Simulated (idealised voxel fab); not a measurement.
Presented below is a process module, voxel capacitor over wiring.
Each square cell in cross-section cut measures 5 nm, and the section as a whole is 230 nm wide.
A cross-section in this document is a grid of square cells, and it is written down as bands, the top band listed before the ones below it; a band is made up of one or more rows of cells. Top, bottom (nm), then materials left to right with widths (nm); lone material tagged "edge to edge" fills the whole band edge to edge; "air" = empty space. All heights in this document are referenced to 0, defined as the level beneath which the wafer, as received, consists entirely of one material. The lowest band is not bounded below; it extends indefinitely downward and is written in the form "0 -> down". Per-row width for "30..40": begins at first number (top row of band), ends at second number (bottom row), increment between rows held constant. Where a step carries "identical to before", the cross-section came out of it unchanged, cell for cell. "Closed void table" lists enclosed empty spaces (at least 8 cells, no open path upward to the top), each as width x height at distance from the left edge, in nm. On each step's line, the part that comes after the settings is the simulator's own comment on the step. overlay nm: how far to the right of its planned place the mask lay on this masked step (negative: to the left).

-- Process steps - plan
1) RECEIVE [material Si]
2) CONFORMAL_DEP [material SiO2] [thk nm 10]
3) CONFORMAL_DEP [material SiCN] [thk nm 5]
4) DIRECTIONAL_DEP [material SiO2] [thk nm 20]
5) DIRECTIONAL_DEP [material aC] [thk nm 15]
6) PATTERN [tone open] [mask id METAL_1] [material resist] [width nm 30] [pitch nm 95] [thk nm 35] [overlay nm 0]
7) DIRECTIONAL_ETCH [etch materials aC] [depth nm 15]
8) STRIP [etch materials resist]
9) DIRECTIONAL_ETCH [etch materials SiO2] [depth nm 20]
10) DIRECTIONAL_ETCH [etch materials SiCN] [depth nm 5]
11) STRIP [etch materials aC]
12) CONFORMAL_DEP [material TiN] [thk nm 5]
13) FILL_DEP [material Ru] [thk nm 5]
14) CMP [height nm 35]
15) CONFORMAL_DEP [material SiCN] [thk nm 5]
16) DIRECTIONAL_DEP [material lowk] [thk nm 15]
17) DIRECTIONAL_DEP [material aC] [thk nm 10]
18) PATTERN [tone open] [mask id PLUG_1] [material resist] [width nm 15] [thk nm 30] [overlay nm 0]
19) DIRECTIONAL_ETCH [etch materials aC] [depth nm 10]
20) STRIP [etch materials resist]
21) DIRECTIONAL_ETCH [etch materials lowk] [depth nm 15]
22) DIRECTIONAL_ETCH [etch materials SiCN] [depth nm 5]
23) STRIP [etch materials aC]
24) EPI [material Ru] [thk nm 10]
25) EPI [material Ru] [thk nm 10]
26) DIRECTIONAL_DEP [material TiN] [thk nm 10]
27) DIRECTIONAL_DEP [material SiN] [thk nm 5]
28) DIRECTIONAL_DEP [material TiN] [thk nm 10]
29) MASKED_ETCH [tone cover] [mask id UPPER_PLATE] [width nm 70] [etch materials TiN] [depth nm 10] [overlay nm 0]
30) MASKED_ETCH [tone cover] [mask id UPPER_PLATE] [width nm 70] [etch materials SiN] [depth nm 5] [overlay nm 0]
31) DIRECTIONAL_DEP [material aC] [thk nm 10]
32) PATTERN [tone cover] [mask id LOWER_PLATE] [material resist] [width nm 80] [thk nm 25] [overlay nm 0]
33) DIRECTIONAL_ETCH [etch materials aC] [depth nm 10]
34) STRIP [etch materials resist]
35) DIRECTIONAL_ETCH [etch materials TiN] [depth nm 10]
36) STRIP [etch materials aC]
37) FILL_DEP [material SiO2] [thk nm 15]
38) CMP [height nm 90]
39) DIRECTIONAL_DEP [material aC] [thk nm 15]
40) PATTERN [tone open] [mask id PLUG_2] [material resist] [width nm 15] [thk nm 35] [overlay nm 0]
41) DIRECTIONAL_ETCH [etch materials aC] [depth nm 5]
42) STRIP [etch materials resist]
43) DIRECTIONAL_ETCH [etch materials SiO2] [depth nm 10]
44) STRIP [etch materials aC]
45) CONFORMAL_DEP [material TiN] [thk nm 5]
46) FILL_DEP [material W] [thk nm 5]
47) CMP [height nm 90]
48) CONFORMAL_DEP [material SiN] [thk nm 5]
The wafers in this document start out alike and differ in the depth nm applied at step 41; the plan shows the value used for the first wafer.

-- This is how the first of several wafers looked in cross-section when it arrived, which is after step 1
* 0 -> down = Si edge to edge
* Closed void table: none

-- Post step 48, the closing step of the module: first of several wafers, cross-sectioned
* 95 -> 90 = SiN edge to edge
* 90 -> 80 = SiO2 edge to edge
* 80 -> 70 = 65 SiO2 | 70 TiN | 95 SiO2
* 70 -> 65 = 65 SiO2 | 70 SiN | 95 SiO2
* 65 -> 55 = 60 SiO2 | 80 TiN | 90 SiO2
* 55 -> 40 = 65 lowk | 15 Ru | 150 lowk
* 40 -> 35 = 65 SiCN | 15 Ru | 150 SiCN
* 35 -> 15 = 50 SiO2 | 5 TiN | 20 Ru | 5 TiN | 65 SiO2 | 5 TiN | 20 Ru | 5 TiN | 55 SiO2
* 15 -> 10 = 50 SiCN | 30 TiN | 65 SiCN | 30 TiN | 55 SiCN
* 10 -> 0 = SiO2 edge to edge
* 0 -> down = Si edge to edge
* Closed void table: none

-- Wafer cross-section (last wafer, module end)
* 95 -> 90 = SiN edge to edge
* 90 -> 85 = 75 SiO2 | 5 TiN | 5 W | 5 TiN | 140 SiO2
* 85 -> 80 = 75 SiO2 | 15 TiN | 140 SiO2
* 80 -> 70 = 65 SiO2 | 70 TiN | 95 SiO2
* 70 -> 65 = 65 SiO2 | 70 SiN | 95 SiO2
* 65 -> 55 = 60 SiO2 | 80 TiN | 90 SiO2
* 55 -> 40 = 65 lowk | 15 Ru | 150 lowk
* 40 -> 35 = 65 SiCN | 15 Ru | 150 SiCN
* 35 -> 15 = 50 SiO2 | 5 TiN | 20 Ru | 5 TiN | 65 SiO2 | 5 TiN | 20 Ru | 5 TiN | 55 SiO2
* 15 -> 10 = 50 SiCN | 30 TiN | 65 SiCN | 30 TiN | 55 SiCN
* 10 -> 0 = SiO2 edge to edge
* 0 -> down = Si edge to edge
* Closed void table: none

-- End of module, by wafer: material-by-material cell gain (+) or loss (-) since receipt, then closed voids
depth nm 5, +44 Ru, +77 SiCN, +60 SiN, +476 SiO2, +88 TiN, +129 lowk, Closed void table: none
depth nm 10, +44 Ru, +77 SiCN, +60 SiN, +476 SiO2, +88 TiN, +129 lowk, Closed void table: none
depth nm 15, +44 Ru, +77 SiCN, +60 SiN, +470 SiO2, +93 TiN, +1 W, +129 lowk, Closed void table: none
depth nm 20, +44 Ru, +77 SiCN, +60 SiN, +470 SiO2, +93 TiN, +1 W, +129 lowk, Closed void table: none
depth nm 25, +44 Ru, +77 SiCN, +60 SiN, +470 SiO2, +93 TiN, +1 W, +129 lowk, Closed void table: none
depth nm 30, +44 Ru, +77 SiCN, +60 SiN, +470 SiO2, +93 TiN, +1 W, +129 lowk, Closed void table: none
